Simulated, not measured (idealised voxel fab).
Process module under the name voxel ribs on slabs
Pictured: cross-section cut, 155 nm wide, on a grid of 5 nm square cells.
Just so we're on the same page, the cross-sections are grids of square cells, and they're listed out in bands top to bottom, each band one or more rows deep.
Look at the band entry: it leads with the top's height and the bottom's height in nm. Then it lists the materials left to right, with a width in nm for each. The word "edge to edge" on a single material says that material fills the band edge to edge. The word "blank" is empty space.
Height 0 is the level under which the wafer as received is all one material. The lowest band goes on downwards, as in "top 0, no bottom".
You'd read "30 to 40" like this: the band's top row of cells is as wide as the first number, its bottom row is as wide as the second, and going down, every row changes width by the same amount as the row before did.
Step note "everything unchanged" = no cross-section cell changed.
So "Fully closed voids" is basically the list of trapped voids: any empty space of 8 cells or more that can't reach the top through an opening. They're written width x height at distance, the distance being from the left edge, and it's all nm.
Heads up: the bit after the settings on a step's line is the simulator's remark on that step.
"overlay nm" denotes, for a step that has a mask, the displacement of the mask to the right of its planned place, with negative values corresponding to the left.

# Steps planned for the process
1: RECEIVE [material Si]
2: DIRECTIONAL_DEP [material SiO2] [thk nm 25]
3: DIRECTIONAL_DEP [material SiN] [thk nm 25]
4: DIRECTIONAL_DEP [material aC] [thk nm 10]
5: PATTERN [tone cover] [mask id RIB] [material resist] [width nm 25] [thk nm 25] [overlay nm 0]
6: DIRECTIONAL_ETCH [etch materials aC] [depth nm 10]
7: STRIP [etch materials resist]
8: DIRECTIONAL_ETCH [etch materials SiN] [depth nm 5]
9: STRIP [etch materials aC]
10: PATTERN [tone cover] [mask id SLAB] [material resist] [width nm 65] [thk nm 15] [overlay nm 0]
11: DIRECTIONAL_ETCH [etch materials SiN] [depth nm 20]
12: STRIP [etch materials resist]
13: FILL_DEP [material SiO2] [thk nm 20]
14: CMP [height nm 65]
15: DIRECTIONAL_DEP [material TiN] [thk nm 10]
16: DIRECTIONAL_DEP [material aC] [thk nm 10]
17: PATTERN [tone cover] [mask id HEATER] [material resist] [width nm 35] [thk nm 25] [overlay nm 0]
18: DIRECTIONAL_ETCH [etch materials aC] [depth nm 10]
19: STRIP [etch materials resist]
20: DIRECTIONAL_ETCH [etch materials TiN] [depth nm 10]
21: STRIP [etch materials aC]
22: CONFORMAL_DEP [material SiO2] [thk nm 5]

# Account of the first of two wafers, which was processed as intended

# Cross-section, incoming material, after step 1
top 0, no bottom | Si edge to edge
Fully closed voids: none

# Cross-sectional representation of the wafer at the conclusion of step 2
top 25, bottom 0 | SiO2 edge to edge
Note: structure below 0 unchanged.

# Cross-sectional representation of the wafer at the conclusion of step 3
top 50, bottom 25 | SiN edge to edge
Note: structure below 25 unchanged.

# Cross-sectional representation of the wafer at the conclusion of step 4
top 60, bottom 50 | aC edge to edge
Note: structure below 50 unchanged.

# Cross-sectional representation of the wafer at the conclusion of step 5
top 85, bottom 60 | blank=65 / resist=25 / blank=65
Note: structure below 60 unchanged.

# Cross-sectional representation of the wafer at the conclusion of step 6
top 75, bottom 60 | blank=65 / resist=25 / blank=65
top 60, bottom 50 | blank=65 / aC=25 / blank=65
Note: structure below 50 unchanged.

# Cross-sectional representation of the wafer at the conclusion of step 7
top 60, bottom 50 | blank=65 / aC=25 / blank=65
Note: structure below 50 unchanged.

# Cross-sectional representation of the wafer at the conclusion of step 8
top 60, bottom 50 | blank=65 / aC=25 / blank=65
top 50, bottom 45 | blank=65 / SiN=25 / blank=65
Note: structure below 45 unchanged.

# Cross-sectional representation of the wafer at the conclusion of step 9
top 50, bottom 45 | blank=65 / SiN=25 / blank=65
Note: structure below 45 unchanged.

# Cross-sectional representation of the wafer at the conclusion of step 10
top 65, bottom 50 | blank=45 / resist=65 / blank=45
top 50, bottom 45 | blank=45 / resist=20 / SiN=25 / resist=20 / blank=45
Note: structure below 45 unchanged.

# Cross-sectional representation of the wafer at the conclusion of step 11
top 65, bottom 50 | blank=45 / resist=65 / blank=45
top 50, bottom 45 | blank=45 / resist=20 / SiN=25 / resist=20 / blank=45
top 45, bottom 25 | blank=45 / SiN=65 / blank=45
Note: structure below 25 unchanged.

# Cross-sectional representation of the wafer at the conclusion of step 12
top 50, bottom 45 | blank=65 / SiN=25 / blank=65
Note: structure below 45 unchanged.

# Cross-sectional representation of the wafer at the conclusion of step 13
top 70, bottom 50 | SiO2 edge to edge
top 50, bottom 45 | SiO2=65 / SiN=25 / SiO2=65
top 45, bottom 25 | SiO2=45 / SiN=65 / SiO2=45
Note: structure below 25 unchanged.

# Cross-sectional representation of the wafer at the conclusion of step 14
top 65, bottom 50 | SiO2 edge to edge
Note: structure below 50 unchanged.

# Cross-sectional representation of the wafer at the conclusion of step 15
top 75, bottom 65 | TiN edge to edge
Note: structure below 65 unchanged.

# Cross-sectional representation of the wafer at the conclusion of step 16
top 85, bottom 75 | aC edge to edge
Note: structure below 75 unchanged.

# Cross-sectional representation of the wafer at the conclusion of step 17
top 110, bottom 85 | blank=60 / resist=35 / blank=60
Note: structure below 85 unchanged.

# Cross-sectional representation of the wafer at the conclusion of step 18
top 100, bottom 85 | blank=60 / resist=35 / blank=60
top 85, bottom 75 | blank=60 / aC=35 / blank=60
Note: structure below 75 unchanged.

# Cross-sectional representation of the wafer at the conclusion of step 19
top 85, bottom 75 | blank=60 / aC=35 / blank=60
Note: structure below 75 unchanged.

# Cross-sectional representation of the wafer at the conclusion of step 20
top 85, bottom 75 | blank=60 / aC=35 / blank=60
top 75, bottom 65 | blank=60 / TiN=35 / blank=60
Note: structure below 65 unchanged.

# Cross-sectional representation of the wafer at the conclusion of step 21
top 75, bottom 65 | blank=60 / TiN=35 / blank=60
Note: structure below 65 unchanged.

# Cross-sectional representation of the wafer at the conclusion of step 22
top 80, bottom 75 | blank=55 / SiO2=45 / blank=55
top 75, bottom 70 | blank=55 / SiO2=5 / TiN=35 / SiO2=5 / blank=55
top 70, bottom 65 | SiO2=60 / TiN=35 / SiO2=60
Note: structure below 65 unchanged.

# The Second Wafer: Common Origin and Plan, One Mistake in Execution, Identical to the First Through Step 1

# Second wafer, sectioned view, at step 2's planned end time
top 25, bottom 0 | aC edge to edge
Note: structure below 0 unchanged.

# Second wafer, sectioned view, at step 3's planned end time
top 50, bottom 25 | SiN edge to edge
Note: structure below 25 unchanged.

# Second wafer, sectioned view, at step 4's planned end time
top 60, bottom 50 | aC edge to edge
Note: structure below 50 unchanged.

# Second wafer, sectioned view, at step 5's planned end time
top 85, bottom 60 | blank=65 / resist=25 / blank=65
Note: structure below 60 unchanged.

# Second wafer, sectioned view, at step 6's planned end time
top 75, bottom 60 | blank=65 / resist=25 / blank=65
top 60, bottom 50 | blank=65 / aC=25 / blank=65
Note: structure below 50 unchanged.

# Second wafer, sectioned view, at step 7's planned end time
top 60, bottom 50 | blank=65 / aC=25 / blank=65
Note: structure below 50 unchanged.

# Second wafer, sectioned view, at step 8's planned end time
top 60, bottom 50 | blank=65 / aC=25 / blank=65
top 50, bottom 45 | blank=65 / SiN=25 / blank=65
Note: structure below 45 unchanged.

# Second wafer, sectioned view, at step 9's planned end time
top 50, bottom 45 | blank=65 / SiN=25 / blank=65
Note: structure below 45 unchanged.

# Second wafer, sectioned view, at step 10's planned end time
top 65, bottom 50 | blank=45 / resist=65 / blank=45
top 50, bottom 45 | blank=45 / resist=20 / SiN=25 / resist=20 / blank=45
Note: structure below 45 unchanged.

# Second wafer, sectioned view, at step 11's planned end time
top 65, bottom 50 | blank=45 / resist=65 / blank=45
top 50, bottom 45 | blank=45 / resist=20 / SiN=25 / resist=20 / blank=45
top 45, bottom 25 | blank=45 / SiN=65 / blank=45
Note: structure below 25 unchanged.

# Second wafer, sectioned view, at step 12's planned end time
top 50, bottom 45 | blank=65 / SiN=25 / blank=65
Note: structure below 45 unchanged.

# Second wafer, sectioned view, at step 13's planned end time
top 70, bottom 50 | SiO2 edge to edge
top 50, bottom 45 | SiO2=65 / SiN=25 / SiO2=65
top 45, bottom 25 | SiO2=45 / SiN=65 / SiO2=45
Note: structure below 25 unchanged.

# Second wafer, sectioned view, at step 14's planned end time
top 65, bottom 50 | SiO2 edge to edge
Note: structure below 50 unchanged.

# Second wafer, sectioned view, at step 15's planned end time
top 75, bottom 65 | TiN edge to edge
Note: structure below 65 unchanged.

# Second wafer, sectioned view, at step 16's planned end time
top 85, bottom 75 | aC edge to edge
Note: structure below 75 unchanged.

# Second wafer, sectioned view, at step 17's planned end time
top 110, bottom 85 | blank=60 / resist=35 / blank=60
Note: structure below 85 unchanged.

# Second wafer, sectioned view, at step 18's planned end time
top 100, bottom 85 | blank=60 / resist=35 / blank=60
top 85, bottom 75 | blank=60 / aC=35 / blank=60
Note: structure below 75 unchanged.

# Second wafer, sectioned view, at step 19's planned end time
top 85, bottom 75 | blank=60 / aC=35 / blank=60
Note: structure below 75 unchanged.

# Second wafer, sectioned view, at step 20's planned end time
top 85, bottom 75 | blank=60 / aC=35 / blank=60
top 75, bottom 65 | blank=60 / TiN=35 / blank=60
Note: structure below 65 unchanged.

# Second wafer, sectioned view, at step 21's planned end time
top 75, bottom 65 | blank=60 / TiN=35 / blank=60
Note: structure below 65 unchanged.

# Second wafer, sectioned view, at step 22's planned end time
top 80, bottom 75 | blank=55 / SiO2=45 / blank=55
top 75, bottom 70 | blank=55 / SiO2=5 / TiN=35 / SiO2=5 / blank=55
top 70, bottom 65 | SiO2=60 / TiN=35 / SiO2=60
Note: structure below 65 unchanged.
What was the processing mistake? contrary to plan, step 2 was performed as DIRECTIONAL_DEP [material aC] [thk nm 25]
Final wafer comparison in cells, second versus first, more or fewer per material: SiO2: 155 fewer; aC: 155 more
